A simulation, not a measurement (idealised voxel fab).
process module | voxel transistor to metal
cross-section cut | 175 nm wide | cells 5 nm
A cross-section is a grid of square cells, given in bands from the top down. A band is one or more rows of cells.
Each band's line starts with the height of the band's top and of its bottom, in nm. Then come its materials from left to right, each with its width in nm. One material with "throughout" fills the band from edge to edge. "air" is empty space.
Height 0 is the level under which the wafer as received is all one material. The lowest band goes on downwards, as in "0 down".
A width such as "30 to 40" changes by the same amount from each row of cells to the next, from the band's top row to its bottom row.
"no change" after a step means that no cell of the cross-section changed.
closed voids: empty space of 8 cells or more with no open way to the top, each as width x height at its distance from the left edge, in nm
after a step's settings: what the simulator itself notes on the step
overlay nm, on a step with a mask: how far to the right of its planned place the mask lay; to the left if negative
plan
1 op RECEIVE | material Si
2 op OXIDIZE | depth nm 5
3 op CONFORMAL_DEP | material SiN | thk nm 15
4 op MASKED_ETCH | tone cover | mask id ACTIVE | width nm 105 | etch materials SiN | depth nm 15 | overlay nm 0
5 op MASKED_ETCH | tone cover | mask id ACTIVE | width nm 105 | etch materials SiO2 | depth nm 5 | overlay nm 0
6 op MASKED_ETCH | tone cover | mask id ACTIVE | width nm 105 | etch materials Si | depth nm 25 | overlay nm 0
7 op OXIDIZE | depth nm 5
8 op FILL_DEP | material SiO2 | thk nm 5
9 op CMP | height nm 15
10 op SELECTIVE_ETCH | etch materials SiO2 | depth nm 15
11 op STRIP | etch materials SiN
12 op SELECTIVE_ETCH | etch materials SiO2 | depth nm 5
13 op OXIDIZE | depth nm 5
14 op DIRECTIONAL_DEP | material polySi | thk nm 20
15 op DIRECTIONAL_DEP | material SiCN | thk nm 10
16 op DIRECTIONAL_DEP | material aC | thk nm 15
17 op PATTERN | tone cover | mask id GATE | material resist | width nm 35 | thk nm 35 | overlay nm 0
18 op DIRECTIONAL_ETCH | etch materials aC | depth nm 15
19 op STRIP | etch materials resist
20 op DIRECTIONAL_ETCH | etch materials SiCN | depth nm 20
21 op DIRECTIONAL_ETCH | etch materials polySi | depth nm 30
22 op STRIP | etch materials aC
23 op CONFORMAL_DEP | material SiN | thk nm 5
24 op DIRECTIONAL_ETCH | etch materials SiN | depth nm 5
25 op DIRECTIONAL_ETCH | etch materials SiO2 | depth nm 5
26 op DIRECTIONAL_ETCH | etch materials Si | depth nm 10
27 op EPI | material SiGe | thk nm 15
28 op FILL_DEP | material SiO2 | thk nm 5
29 op CMP | height nm 15
30 op STRIP | etch materials polySi
31 op SELECTIVE_ETCH | etch materials SiO2 | depth nm 5
32 op CONFORMAL_DEP | material HfO2 | thk nm 5
33 op CONFORMAL_DEP | material TiN | thk nm 5
34 op FILL_DEP | material W | thk nm 5
35 op CMP | height nm 10
36 op DIRECTIONAL_DEP | material SiO2 | thk nm 15
37 op MASKED_ETCH | tone open | mask id CONTACT | width nm 15 | pitch nm 80 | etch materials SiO2 | depth nm 30 | overlay nm 0
38 op CONFORMAL_DEP | material TiN | thk nm 5
39 op FILL_DEP | material W | thk nm 5
40 op CMP | height nm 25
41 op DIRECTIONAL_DEP | material TiN | thk nm 5
42 op DIRECTIONAL_DEP | material W | thk nm 15
43 op MASKED_ETCH | tone cover | mask id METAL_1 | width nm 15 | pitch nm 80 | etch materials W | depth nm 15 | overlay nm 0
44 op MASKED_ETCH | tone cover | mask id METAL_1 | width nm 15 | pitch nm 80 | etch materials TiN | depth nm 5 | overlay nm 0
45 op CONFORMAL_DEP | material SiCN | thk nm 5
46 op FILL_DEP | material lowk | thk nm 5
47 op CMP | height nm 45
48 op CONFORMAL_DEP | material SiCN | thk nm 5
49 op DIRECTIONAL_DEP | material SiO2 | thk nm 30
50 op PATTERN | tone open | mask id METAL_2 | material resist | width nm 15 | pitch nm 80 | thk nm 15 | overlay nm 0
51 op DIRECTIONAL_ETCH | etch materials SiO2 | depth nm 15
52 op STRIP | etch materials resist
53 op DIRECTIONAL_DEP | material aC | thk nm 10
54 op PATTERN | tone open | mask id METAL_2_HOLES | material resist | width nm 15 | pitch nm 80 | thk nm 30 | overlay nm 0
55 op DIRECTIONAL_ETCH | etch materials aC | depth nm 10
56 op STRIP | etch materials resist
57 op DIRECTIONAL_ETCH | etch materials SiO2 | depth nm 15
58 op DIRECTIONAL_ETCH | etch materials SiCN | depth nm 5
59 op STRIP | etch materials aC
60 op CONFORMAL_DEP | material TiN | thk nm 5
61 op FILL_DEP | material Cu | thk nm 10
62 op CMP | height nm 80
63 op CONFORMAL_DEP | material SiCN | thk nm 5
first wafer, as planned
as received, after step 1
  0 down: Si throughout
  closed voids: none
after step 2
  0 to -5: SiO2 throughout
  below -5: unchanged
after step 3
  15 to 0: SiN throughout
  below 0: unchanged
after step 4
  15 to 0: air 35 | SiN 105 | air 35
  below 0: unchanged
after step 5
  15 to 0: air 35 | SiN 105 | air 35
  0 to -5: air 35 | SiO2 105 | air 35
  below -5: unchanged
after step 6
  15 to 0: air 35 | SiN 105 | air 35
  0 to -5: air 35 | SiO2 105 | air 35
  -5 to -30: air 35 | Si 105 | air 35
  below -30: unchanged
after step 7
  15 to 0: air 35 | SiN 105 | air 35
  0 to -5: air 35 | SiO2 105 | air 35
  -5 to -30: air 35 | SiO2 5 | Si 95 | SiO2 5 | air 35
  -30 to -35: SiO2 40 | Si 95 | SiO2 40
  below -35: unchanged
after step 8
  20 to 15: SiO2 throughout
  15 to 0: SiO2 35 | SiN 105 | SiO2 35
  0 to -5: SiO2 throughout
  -5 to -35: SiO2 40 | Si 95 | SiO2 40
  below -35: unchanged
after step 9
  15 to 0: SiO2 35 | SiN 105 | SiO2 35
  below 0: unchanged
after step 10
  15 to 0: air 35 | SiN 105 | air 35
  below 0: unchanged
after step 11
  0 to -5: SiO2 throughout
  below -5: unchanged
after step 12
  -5 to -35: SiO2 40 | Si 95 | SiO2 40
  below -35: unchanged
after step 13
  -5 to -10: SiO2 throughout
  below -10: unchanged
after step 14
  15 to -5: polySi throughout
  below -5: unchanged
after step 15
  25 to 15: SiCN throughout
  below 15: unchanged
after step 16
  40 to 25: aC throughout
  below 25: unchanged
after step 17
  75 to 40: air 70 | resist 35 | air 70
  below 40: unchanged
after step 18
  60 to 40: air 70 | resist 35 | air 70
  40 to 25: air 70 | aC 35 | air 70
  below 25: unchanged
after step 19
  40 to 25: air 70 | aC 35 | air 70
  below 25: unchanged
after step 20
  40 to 25: air 70 | aC 35 | air 70
  25 to 15: air 70 | SiCN 35 | air 70
  below 15: unchanged
after step 21
  40 to 25: air 70 | aC 35 | air 70
  25 to 15: air 70 | SiCN 35 | air 70
  15 to -5: air 70 | polySi 35 | air 70
  below -5: unchanged
after step 22
  25 to 15: air 70 | SiCN 35 | air 70
  below 15: unchanged
after step 23
  30 to 25: air 65 | SiN 45 | air 65
  25 to 15: air 65 | SiN 5 | SiCN 35 | SiN 5 | air 65
  15 to 0: air 65 | SiN 5 | polySi 35 | SiN 5 | air 65
  0 to -5: SiN 70 | polySi 35 | SiN 70
  below -5: unchanged
after step 24
  25 to 15: air 65 | SiN 5 | SiCN 35 | SiN 5 | air 65
  15 to -5: air 65 | SiN 5 | polySi 35 | SiN 5 | air 65
  below -5: unchanged
after step 25
  25 to 15: air 65 | SiN 5 | SiCN 35 | SiN 5 | air 65
  15 to -5: air 65 | SiN 5 | polySi 35 | SiN 5 | air 65
  -5 to -10: air 65 | SiO2 45 | air 65
  below -10: unchanged
after step 26
  25 to 15: air 65 | SiN 5 | SiCN 35 | SiN 5 | air 65
  15 to -5: air 65 | SiN 5 | polySi 35 | SiN 5 | air 65
  -5 to -10: air 65 | SiO2 45 | air 65
  -10 to -20: SiO2 40 | air 25 | Si 45 | air 25 | SiO2 40
  below -20: unchanged
after step 27
  25 to 15: air 65 | SiN 5 | SiCN 35 | SiN 5 | air 65
  15 to 5: air 65 | SiN 5 | polySi 35 | SiN 5 | air 65
  5 to -5: air 50 | SiGe 15 | SiN 5 | polySi 35 | SiN 5 | SiGe 15 | air 50
  -5 to -10: air 35 | SiGe 30 | SiO2 45 | SiGe 30 | air 35
  -10 to -20: SiO2 40 | SiGe 25 | Si 45 | SiGe 25 | SiO2 40
  below -20: unchanged
after step 28
  30 to 25: SiO2 throughout
  25 to 15: SiO2 65 | SiN 5 | SiCN 35 | SiN 5 | SiO2 65
  15 to 5: SiO2 65 | SiN 5 | polySi 35 | SiN 5 | SiO2 65
  5 to -5: SiO2 50 | SiGe 15 | SiN 5 | polySi 35 | SiN 5 | SiGe 15 | SiO2 50
  -5 to -10: SiO2 35 | SiGe 30 | SiO2 45 | SiGe 30 | SiO2 35
  below -10: unchanged
after step 29
  15 to 5: SiO2 65 | SiN 5 | polySi 35 | SiN 5 | SiO2 65
  below 5: unchanged
after step 30
  15 to 5: SiO2 65 | SiN 5 | air 35 | SiN 5 | SiO2 65
  5 to -5: SiO2 50 | SiGe 15 | SiN 5 | air 35 | SiN 5 | SiGe 15 | SiO2 50
  below -5: unchanged
after step 31
  15 to 10: air 65 | SiN 5 | air 35 | SiN 5 | air 65
  10 to 5: SiO2 65 | SiN 5 | air 35 | SiN 5 | SiO2 65
  5 to -5: SiO2 50 | SiGe 15 | SiN 5 | air 35 | SiN 5 | SiGe 15 | SiO2 50
  -5 to -10: SiO2 35 | SiGe 30 | air 45 | SiGe 30 | SiO2 35
  below -10: unchanged
after step 32
  20 to 15: air 60 | HfO2 15 | air 25 | HfO2 15 | air 60
  15 to 10: HfO2 65 | SiN 5 | HfO2 5 | air 25 | HfO2 5 | SiN 5 | HfO2 65
  10 to 5: SiO2 65 | SiN 5 | HfO2 5 | air 25 | HfO2 5 | SiN 5 | SiO2 65
  5 to -5: SiO2 50 | SiGe 15 | SiN 5 | HfO2 5 | air 25 | HfO2 5 | SiN 5 | SiGe 15 | SiO2 50
  -5 to -10: SiO2 35 | SiGe 30 | HfO2 45 | SiGe 30 | SiO2 35
  below -10: unchanged
after step 33
  25 to 20: air 55 | TiN 25 | air 15 | TiN 25 | air 55
  20 to 15: TiN 60 | HfO2 15 | TiN 5 | air 15 | TiN 5 | HfO2 15 | TiN 60
  15 to 10: HfO2 65 | SiN 5 | HfO2 5 | TiN 5 | air 15 | TiN 5 | HfO2 5 | SiN 5 | HfO2 65
  10 to 5: SiO2 65 | SiN 5 | HfO2 5 | TiN 5 | air 15 | TiN 5 | HfO2 5 | SiN 5 | SiO2 65
  5 to 0: SiO2 50 | SiGe 15 | SiN 5 | HfO2 5 | TiN 5 | air 15 | TiN 5 | HfO2 5 | SiN 5 | SiGe 15 | SiO2 50
  0 to -5: SiO2 50 | SiGe 15 | SiN 5 | HfO2 5 | TiN 25 | HfO2 5 | SiN 5 | SiGe 15 | SiO2 50
  below -5: unchanged
after step 34
  30 to 25: W throughout
  25 to 20: W 55 | TiN 25 | W 15 | TiN 25 | W 55
  20 to 15: TiN 60 | HfO2 15 | TiN 5 | W 15 | TiN 5 | HfO2 15 | TiN 60
  15 to 10: HfO2 65 | SiN 5 | HfO2 5 | TiN 5 | W 15 | TiN 5 | HfO2 5 | SiN 5 | HfO2 65
  10 to 5: SiO2 65 | SiN 5 | HfO2 5 | TiN 5 | W 15 | TiN 5 | HfO2 5 | SiN 5 | SiO2 65
  5 to 0: SiO2 50 | SiGe 15 | SiN 5 | HfO2 5 | TiN 5 | W 15 | TiN 5 | HfO2 5 | SiN 5 | SiGe 15 | SiO2 50
  below 0: unchanged
after step 35
  10 to 5: SiO2 65 | SiN 5 | HfO2 5 | TiN 5 | W 15 | TiN 5 | HfO2 5 | SiN 5 | SiO2 65
  below 5: unchanged
after step 36
  25 to 10: SiO2 throughout
  below 10: unchanged
after step 37
  25 to 10: SiO2 40 | air 15 | SiO2 65 | air 15 | SiO2 40
  10 to 5: SiO2 40 | air 15 | SiO2 10 | SiN 5 | HfO2 5 | TiN 5 | W 15 | TiN 5 | HfO2 5 | SiN 5 | SiO2 10 | air 15 | SiO2 40
  5 to 0: SiO2 40 | air 10 | SiGe 15 | SiN 5 | HfO2 5 | TiN 5 | W 15 | TiN 5 | HfO2 5 | SiN 5 | SiGe 15 | air 10 | SiO2 40
  0 to -5: SiO2 40 | air 10 | SiGe 15 | SiN 5 | HfO2 5 | TiN 25 | HfO2 5 | SiN 5 | SiGe 15 | air 10 | SiO2 40
  below -5: unchanged
after step 38
  30 to 25: TiN 45 | air 5 | TiN 75 | air 5 | TiN 45
  25 to 10: SiO2 40 | TiN 5 | air 5 | TiN 5 | SiO2 65 | TiN 5 | air 5 | TiN 5 | SiO2 40
  10 to 5: SiO2 40 | TiN 15 | SiO2 10 | SiN 5 | HfO2 5 | TiN 5 | W 15 | TiN 5 | HfO2 5 | SiN 5 | SiO2 10 | TiN 15 | SiO2 40
  5 to 0: SiO2 40 | TiN 10 | SiGe 15 | SiN 5 | HfO2 5 | TiN 5 | W 15 | TiN 5 | HfO2 5 | SiN 5 | SiGe 15 | TiN 10 | SiO2 40
  0 to -5: SiO2 40 | TiN 10 | SiGe 15 | SiN 5 | HfO2 5 | TiN 25 | HfO2 5 | SiN 5 | SiGe 15 | TiN 10 | SiO2 40
  below -5: unchanged
after step 39
  35 to 30: W throughout
  30 to 25: TiN 45 | W 5 | TiN 75 | W 5 | TiN 45
  25 to 10: SiO2 40 | TiN 5 | W 5 | TiN 5 | SiO2 65 | TiN 5 | W 5 | TiN 5 | SiO2 40
  below 10: unchanged
after step 40
  25 to 10: SiO2 40 | TiN 5 | W 5 | TiN 5 | SiO2 65 | TiN 5 | W 5 | TiN 5 | SiO2 40
  below 10: unchanged
after step 41
  30 to 25: TiN throughout
  below 25: unchanged
after step 42
  45 to 30: W throughout
  below 30: unchanged
after step 43
  45 to 30: air 40 | W 15 | air 65 | W 15 | air 40
  below 30: unchanged
after step 44
  45 to 30: air 40 | W 15 | air 65 | W 15 | air 40
  30 to 25: air 40 | TiN 15 | air 65 | TiN 15 | air 40
  below 25: unchanged
after step 45
  50 to 45: air 35 | SiCN 25 | air 55 | SiCN 25 | air 35
  45 to 30: air 35 | SiCN 5 | W 15 | SiCN 5 | air 55 | SiCN 5 | W 15 | SiCN 5 | air 35
  30 to 25: SiCN 40 | TiN 15 | SiCN 65 | TiN 15 | SiCN 40
  below 25: unchanged
after step 46
  55 to 50: lowk throughout
  50 to 45: lowk 35 | SiCN 25 | lowk 55 | SiCN 25 | lowk 35
  45 to 30: lowk 35 | SiCN 5 | W 15 | SiCN 5 | lowk 55 | SiCN 5 | W 15 | SiCN 5 | lowk 35
  below 30: unchanged
after step 47
  45 to 30: lowk 35 | SiCN 5 | W 15 | SiCN 5 | lowk 55 | SiCN 5 | W 15 | SiCN 5 | lowk 35
  below 30: unchanged
after step 48
  50 to 45: SiCN throughout
  below 45: unchanged
after step 49
  80 to 50: SiO2 throughout
  below 50: unchanged
after step 50
  95 to 80: resist 40 | air 15 | resist 65 | air 15 | resist 40
  below 80: unchanged
after step 51
  95 to 80: resist 40 | air 15 | resist 65 | air 15 | resist 40
  80 to 65: SiO2 40 | air 15 | SiO2 65 | air 15 | SiO2 40
  below 65: unchanged
after step 52
  80 to 65: SiO2 40 | air 15 | SiO2 65 | air 15 | SiO2 40
  below 65: unchanged
after step 53
  90 to 80: aC 40 | air 15 | aC 65 | air 15 | aC 40
  80 to 75: SiO2 40 | air 15 | SiO2 65 | air 15 | SiO2 40
  75 to 65: SiO2 40 | aC 15 | SiO2 65 | aC 15 | SiO2 40
  below 65: unchanged
after step 54
  120 to 90: resist 40 | air 15 | resist 65 | air 15 | resist 40
  below 90: unchanged
after step 55
  110 to 90: resist 40 | air 15 | resist 65 | air 15 | resist 40
  90 to 80: aC 40 | air 15 | aC 65 | air 15 | aC 40
  80 to 65: SiO2 40 | air 15 | SiO2 65 | air 15 | SiO2 40
  below 65: unchanged
after step 56
  90 to 80: aC 40 | air 15 | aC 65 | air 15 | aC 40
  below 80: unchanged
after step 57
  90 to 80: aC 40 | air 15 | aC 65 | air 15 | aC 40
  80 to 50: SiO2 40 | air 15 | SiO2 65 | air 15 | SiO2 40
  below 50: unchanged
after step 58
  90 to 80: aC 40 | air 15 | aC 65 | air 15 | aC 40
  80 to 50: SiO2 40 | air 15 | SiO2 65 | air 15 | SiO2 40
  50 to 45: SiCN 40 | air 15 | SiCN 65 | air 15 | SiCN 40
  below 45: unchanged
after step 59
  80 to 50: SiO2 40 | air 15 | SiO2 65 | air 15 | SiO2 40
  below 50: unchanged
after step 60
  85 to 80: TiN 45 | air 5 | TiN 75 | air 5 | TiN 45
  80 to 50: SiO2 40 | TiN 5 | air 5 | TiN 5 | SiO2 65 | TiN 5 | air 5 | TiN 5 | SiO2 40
  50 to 45: SiCN 40 | TiN 15 | SiCN 65 | TiN 15 | SiCN 40
  below 45: unchanged
after step 61
  95 to 85: Cu throughout
  85 to 80: TiN 45 | Cu 5 | TiN 75 | Cu 5 | TiN 45
  80 to 50: SiO2 40 | TiN 5 | Cu 5 | TiN 5 | SiO2 65 | TiN 5 | Cu 5 | TiN 5 | SiO2 40
  below 50: unchanged
after step 62
  80 to 50: SiO2 40 | TiN 5 | Cu 5 | TiN 5 | SiO2 65 | TiN 5 | Cu 5 | TiN 5 | SiO2 40
  below 50: unchanged
after step 63
  85 to 80: SiCN throughout
  below 80: unchanged
second wafer: like start, like plan, one mistake. Through step 10 it matches the first wafer
when step 11 should have ended
  15 to 0: air 35 | SiN 105 | air 35
  0 to -5: air 40 | SiO2 95 | air 40
  below -5: unchanged
when step 12 should have ended
  0 to -5: air 40 | SiO2 95 | air 40
  below -5: unchanged
when step 13 should have ended: no change
when step 14 should have ended
  20 to 15: air 40 | polySi 95 | air 40
  15 to 0: polySi throughout
  0 to -5: polySi 40 | SiO2 95 | polySi 40
  below -5: unchanged
when step 15 should have ended
  30 to 25: air 40 | SiCN 95 | air 40
  25 to 20: SiCN throughout
  20 to 15: SiCN 40 | polySi 95 | SiCN 40
  below 15: unchanged
when step 16 should have ended
  45 to 40: air 40 | aC 95 | air 40
  40 to 30: aC throughout
  30 to 25: aC 40 | SiCN 95 | aC 40
  below 25: unchanged
when step 17 should have ended
  80 to 45: air 70 | resist 35 | air 70
  below 45: unchanged
when step 18 should have ended
  65 to 45: air 70 | resist 35 | air 70
  45 to 30: air 70 | aC 35 | air 70
  30 to 25: air 40 | SiCN 95 | air 40
  below 25: unchanged
when step 19 should have ended
  45 to 30: air 70 | aC 35 | air 70
  below 30: unchanged
when step 20 should have ended
  45 to 30: air 70 | aC 35 | air 70
  30 to 20: air 70 | SiCN 35 | air 70
  20 to 15: air 40 | polySi 95 | air 40
  below 15: unchanged
when step 21 should have ended
  45 to 30: air 70 | aC 35 | air 70
  30 to 20: air 70 | SiCN 35 | air 70
  20 to 0: air 70 | polySi 35 | air 70
  0 to -5: air 40 | SiO2 95 | air 40
  below -5: unchanged
when step 22 should have ended
  30 to 20: air 70 | SiCN 35 | air 70
  below 20: unchanged
when step 23 should have ended
  35 to 30: air 65 | SiN 45 | air 65
  30 to 20: air 65 | SiN 5 | SiCN 35 | SiN 5 | air 65
  20 to 5: air 65 | SiN 5 | polySi 35 | SiN 5 | air 65
  5 to 0: air 35 | SiN 35 | polySi 35 | SiN 35 | air 35
  0 to -5: SiN 40 | SiO2 95 | SiN 40
  below -5: unchanged
when step 24 should have ended
  30 to 20: air 65 | SiN 5 | SiCN 35 | SiN 5 | air 65
  20 to 0: air 65 | SiN 5 | polySi 35 | SiN 5 | air 65
  0 to -5: air 35 | SiN 5 | SiO2 95 | SiN 5 | air 35
  below -5: unchanged
when step 25 should have ended
  30 to 20: air 65 | SiN 5 | SiCN 35 | SiN 5 | air 65
  20 to 0: air 65 | SiN 5 | polySi 35 | SiN 5 | air 65
  0 to -5: air 35 | SiN 5 | air 25 | SiO2 45 | air 25 | SiN 5 | air 35
  -5 to -10: air 35 | SiO2 5 | Si 95 | SiO2 5 | air 35
  below -10: unchanged
when step 26 should have ended
  30 to 20: air 65 | SiN 5 | SiCN 35 | SiN 5 | air 65
  20 to 0: air 65 | SiN 5 | polySi 35 | SiN 5 | air 65
  0 to -5: air 35 | SiN 5 | air 25 | SiO2 45 | air 25 | SiN 5 | air 35
  -5 to -10: air 35 | SiO2 5 | air 25 | Si 45 | air 25 | SiO2 5 | air 35
  -10 to -15: SiO2 40 | air 25 | Si 45 | air 25 | SiO2 40
  below -15: unchanged
when step 27 should have ended
  30 to 20: air 65 | SiN 5 | SiCN 35 | SiN 5 | air 65
  20 to 10: air 65 | SiN 5 | polySi 35 | SiN 5 | air 65
  10 to 0: air 50 | SiGe 15 | SiN 5 | polySi 35 | SiN 5 | SiGe 15 | air 50
  0 to -5: air 35 | SiN 5 | SiGe 25 | SiO2 45 | SiGe 25 | SiN 5 | air 35
  -5 to -10: air 35 | SiO2 5 | SiGe 25 | Si 45 | SiGe 25 | SiO2 5 | air 35
  -10 to -15: SiO2 40 | SiGe 25 | Si 45 | SiGe 25 | SiO2 40
  below -15: unchanged
when step 28 should have ended
  35 to 30: SiO2 throughout
  30 to 20: SiO2 65 | SiN 5 | SiCN 35 | SiN 5 | SiO2 65
  20 to 10: SiO2 65 | SiN 5 | polySi 35 | SiN 5 | SiO2 65
  10 to 0: SiO2 50 | SiGe 15 | SiN 5 | polySi 35 | SiN 5 | SiGe 15 | SiO2 50
  0 to -5: SiO2 35 | SiN 5 | SiGe 25 | SiO2 45 | SiGe 25 | SiN 5 | SiO2 35
  -5 to -15: SiO2 40 | SiGe 25 | Si 45 | SiGe 25 | SiO2 40
  below -15: unchanged
when step 29 should have ended
  15 to 10: SiO2 65 | SiN 5 | polySi 35 | SiN 5 | SiO2 65
  below 10: unchanged
when step 30 should have ended
  15 to 10: SiO2 65 | SiN 5 | air 35 | SiN 5 | SiO2 65
  10 to 0: SiO2 50 | SiGe 15 | SiN 5 | air 35 | SiN 5 | SiGe 15 | SiO2 50
  below 0: unchanged
when step 31 should have ended
  15 to 10: air 65 | SiN 5 | air 35 | SiN 5 | air 65
  10 to 0: SiO2 50 | SiGe 15 | SiN 5 | air 35 | SiN 5 | SiGe 15 | SiO2 50
  0 to -5: SiO2 35 | SiN 5 | SiGe 25 | air 45 | SiGe 25 | SiN 5 | SiO2 35
  below -5: unchanged
when step 32 should have ended
  20 to 15: air 60 | HfO2 15 | air 25 | HfO2 15 | air 60
  15 to 10: HfO2 65 | SiN 5 | HfO2 5 | air 25 | HfO2 5 | SiN 5 | HfO2 65
  10 to 0: SiO2 50 | SiGe 15 | SiN 5 | HfO2 5 | air 25 | HfO2 5 | SiN 5 | SiGe 15 | SiO2 50
  0 to -5: SiO2 35 | SiN 5 | SiGe 25 | HfO2 45 | SiGe 25 | SiN 5 | SiO2 35
  below -5: unchanged
when step 33 should have ended
  25 to 20: air 55 | TiN 25 | air 15 | TiN 25 | air 55
  20 to 15: TiN 60 | HfO2 15 | TiN 5 | air 15 | TiN 5 | HfO2 15 | TiN 60
  15 to 10: HfO2 65 | SiN 5 | HfO2 5 | TiN 5 | air 15 | TiN 5 | HfO2 5 | SiN 5 | HfO2 65
  10 to 5: SiO2 50 | SiGe 15 | SiN 5 | HfO2 5 | TiN 5 | air 15 | TiN 5 | HfO2 5 | SiN 5 | SiGe 15 | SiO2 50
  5 to 0: SiO2 50 | SiGe 15 | SiN 5 | HfO2 5 | TiN 25 | HfO2 5 | SiN 5 | SiGe 15 | SiO2 50
  below 0: unchanged
when step 34 should have ended
  30 to 25: W throughout
  25 to 20: W 55 | TiN 25 | W 15 | TiN 25 | W 55
  20 to 15: TiN 60 | HfO2 15 | TiN 5 | W 15 | TiN 5 | HfO2 15 | TiN 60
  15 to 10: HfO2 65 | SiN 5 | HfO2 5 | TiN 5 | W 15 | TiN 5 | HfO2 5 | SiN 5 | HfO2 65
  10 to 5: SiO2 50 | SiGe 15 | SiN 5 | HfO2 5 | TiN 5 | W 15 | TiN 5 | HfO2 5 | SiN 5 | SiGe 15 | SiO2 50
  below 5: unchanged
when step 35 should have ended
  10 to 5: SiO2 50 | SiGe 15 | SiN 5 | HfO2 5 | TiN 5 | W 15 | TiN 5 | HfO2 5 | SiN 5 | SiGe 15 | SiO2 50
  below 5: unchanged
when step 36 should have ended
  25 to 10: SiO2 throughout
  below 10: unchanged
when step 37 should have ended
  25 to 10: SiO2 40 | air 15 | SiO2 65 | air 15 | SiO2 40
  10 to 5: SiO2 40 | air 10 | SiGe 15 | SiN 5 | HfO2 5 | TiN 5 | W 15 | TiN 5 | HfO2 5 | SiN 5 | SiGe 15 | air 10 | SiO2 40
  5 to 0: SiO2 40 | air 10 | SiGe 15 | SiN 5 | HfO2 5 | TiN 25 | HfO2 5 | SiN 5 | SiGe 15 | air 10 | SiO2 40
  below 0: unchanged
when step 38 should have ended
  30 to 25: TiN 45 | air 5 | TiN 75 | air 5 | TiN 45
  25 to 15: SiO2 40 | TiN 5 | air 5 | TiN 5 | SiO2 65 | TiN 5 | air 5 | TiN 5 | SiO2 40
  15 to 10: SiO2 40 | TiN 15 | SiO2 65 | TiN 15 | SiO2 40
  10 to 5: SiO2 40 | TiN 10 | SiGe 15 | SiN 5 | HfO2 5 | TiN 5 | W 15 | TiN 5 | HfO2 5 | SiN 5 | SiGe 15 | TiN 10 | SiO2 40
  5 to 0: SiO2 40 | TiN 10 | SiGe 15 | SiN 5 | HfO2 5 | TiN 25 | HfO2 5 | SiN 5 | SiGe 15 | TiN 10 | SiO2 40
  below 0: unchanged
when step 39 should have ended
  35 to 30: W throughout
  30 to 25: TiN 45 | W 5 | TiN 75 | W 5 | TiN 45
  25 to 15: SiO2 40 | TiN 5 | W 5 | TiN 5 | SiO2 65 | TiN 5 | W 5 | TiN 5 | SiO2 40
  below 15: unchanged
when step 40 should have ended
  25 to 15: SiO2 40 | TiN 5 | W 5 | TiN 5 | SiO2 65 | TiN 5 | W 5 | TiN 5 | SiO2 40
  below 15: unchanged
when step 41 should have ended
  30 to 25: TiN throughout
  below 25: unchanged
when step 42 should have ended
  45 to 30: W throughout
  below 30: unchanged
when step 43 should have ended
  45 to 30: air 40 | W 15 | air 65 | W 15 | air 40
  below 30: unchanged
when step 44 should have ended
  45 to 30: air 40 | W 15 | air 65 | W 15 | air 40
  30 to 25: air 40 | TiN 15 | air 65 | TiN 15 | air 40
  below 25: unchanged
when step 45 should have ended
  50 to 45: air 35 | SiCN 25 | air 55 | SiCN 25 | air 35
  45 to 30: air 35 | SiCN 5 | W 15 | SiCN 5 | air 55 | SiCN 5 | W 15 | SiCN 5 | air 35
  30 to 25: SiCN 40 | TiN 15 | SiCN 65 | TiN 15 | SiCN 40
  below 25: unchanged
when step 46 should have ended
  55 to 50: lowk throughout
  50 to 45: lowk 35 | SiCN 25 | lowk 55 | SiCN 25 | lowk 35
  45 to 30: lowk 35 | SiCN 5 | W 15 | SiCN 5 | lowk 55 | SiCN 5 | W 15 | SiCN 5 | lowk 35
  below 30: unchanged
when step 47 should have ended
  45 to 30: lowk 35 | SiCN 5 | W 15 | SiCN 5 | lowk 55 | SiCN 5 | W 15 | SiCN 5 | lowk 35
  below 30: unchanged
when step 48 should have ended
  50 to 45: SiCN throughout
  below 45: unchanged
when step 49 should have ended
  80 to 50: SiO2 throughout
  below 50: unchanged
when step 50 should have ended
  95 to 80: resist 40 | air 15 | resist 65 | air 15 | resist 40
  below 80: unchanged
when step 51 should have ended
  95 to 80: resist 40 | air 15 | resist 65 | air 15 | resist 40
  80 to 65: SiO2 40 | air 15 | SiO2 65 | air 15 | SiO2 40
  below 65: unchanged
when step 52 should have ended
  80 to 65: SiO2 40 | air 15 | SiO2 65 | air 15 | SiO2 40
  below 65: unchanged
when step 53 should have ended
  90 to 80: aC 40 | air 15 | aC 65 | air 15 | aC 40
  80 to 75: SiO2 40 | air 15 | SiO2 65 | air 15 | SiO2 40
  75 to 65: SiO2 40 | aC 15 | SiO2 65 | aC 15 | SiO2 40
  below 65: unchanged
when step 54 should have ended
  120 to 90: resist 40 | air 15 | resist 65 | air 15 | resist 40
  below 90: unchanged
when step 55 should have ended
  110 to 90: resist 40 | air 15 | resist 65 | air 15 | resist 40
  90 to 80: aC 40 | air 15 | aC 65 | air 15 | aC 40
  80 to 65: SiO2 40 | air 15 | SiO2 65 | air 15 | SiO2 40
  below 65: unchanged
when step 56 should have ended
  90 to 80: aC 40 | air 15 | aC 65 | air 15 | aC 40
  below 80: unchanged
when step 57 should have ended
  90 to 80: aC 40 | air 15 | aC 65 | air 15 | aC 40
  80 to 50: SiO2 40 | air 15 | SiO2 65 | air 15 | SiO2 40
  below 50: unchanged
when step 58 should have ended
  90 to 80: aC 40 | air 15 | aC 65 | air 15 | aC 40
  80 to 50: SiO2 40 | air 15 | SiO2 65 | air 15 | SiO2 40
  50 to 45: SiCN 40 | air 15 | SiCN 65 | air 15 | SiCN 40
  below 45: unchanged
when step 59 should have ended
  80 to 50: SiO2 40 | air 15 | SiO2 65 | air 15 | SiO2 40
  below 50: unchanged
when step 60 should have ended
  85 to 80: TiN 45 | air 5 | TiN 75 | air 5 | TiN 45
  80 to 50: SiO2 40 | TiN 5 | air 5 | TiN 5 | SiO2 65 | TiN 5 | air 5 | TiN 5 | SiO2 40
  50 to 45: SiCN 40 | TiN 15 | SiCN 65 | TiN 15 | SiCN 40
  below 45: unchanged
when step 61 should have ended
  95 to 85: Cu throughout
  85 to 80: TiN 45 | Cu 5 | TiN 75 | Cu 5 | TiN 45
  80 to 50: SiO2 40 | TiN 5 | Cu 5 | TiN 5 | SiO2 65 | TiN 5 | Cu 5 | TiN 5 | SiO2 40
  below 50: unchanged
when step 62 should have ended
  80 to 50: SiO2 40 | TiN 5 | Cu 5 | TiN 5 | SiO2 65 | TiN 5 | Cu 5 | TiN 5 | SiO2 40
  below 50: unchanged
when step 63 should have ended
  85 to 80: SiCN throughout
  below 80: unchanged
what went wrong: steps 11 and 12 were swapped
at the end the second wafer has, in cells: 2 fewer of HfO2 | 19 more of Si | 2 fewer of SiGe | 4 fewer of SiO2 | 6 fewer of TiN | 5 fewer of W
